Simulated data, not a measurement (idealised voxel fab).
process module | voxel released beams
cross-section cut | 175 nm wide | cells 5 nm
A cross-section is a grid of square cells, given in bands from the top down. A band is one or more rows of cells.
Each band's line starts with the height of the band's top and of its bottom, in nm. Then come its materials from left to right, each with its width in nm. One material with "throughout" fills the band from edge to edge. "air" is empty space.
Height 0 is the level under which the wafer as received is all one material. The lowest band goes on downwards, as in "0 down".
A width such as "30 to 40" changes by the same amount from each row of cells to the next, from the band's top row to its bottom row.
"no change" after a step means that no cell of the cross-section changed.
closed voids: empty space of 8 cells or more with no open way to the top, each as width x height at its distance from the left edge, in nm
after a step's settings: what the simulator itself notes on the step
overlay nm, on a step with a mask: how far to the right of its planned place the mask lay; to the left if negative
plan
1 op RECEIVE | material Si
2 op CONFORMAL_DEP | material SiN | thk nm 5
3 op DIRECTIONAL_DEP | material SiO2 | thk nm 20
4 op MASKED_ETCH | tone open | mask id ANCHOR | width nm 35 | etch materials SiO2 | depth nm 20 | overlay nm 0
5 op CONFORMAL_DEP | material W | thk nm 10
6 op MASKED_ETCH | tone cover | mask id BEAM | width nm 110 | etch materials W | depth nm 10 | overlay nm 0
7 op STRIP | etch materials SiO2
varied across the wafers: thk nm of step 2. The plan shows the first wafer's value. All wafers start alike
first wafer as received, after step 1
  0 down: Si throughout
  closed voids: none
each wafer at the end: cells of each material gained (+) or lost (-) since it was received, then its closed voids
thk nm 5 | +35 SiN | +60 W | closed voids: none
thk nm 10 | +70 SiN | +60 W | closed voids: none
thk nm 15 | +105 SiN | +60 W | closed voids: none
thk nm 20 | +140 SiN | +60 W | closed voids: none
thk nm 25 | +175 SiN | +60 W | closed voids: none
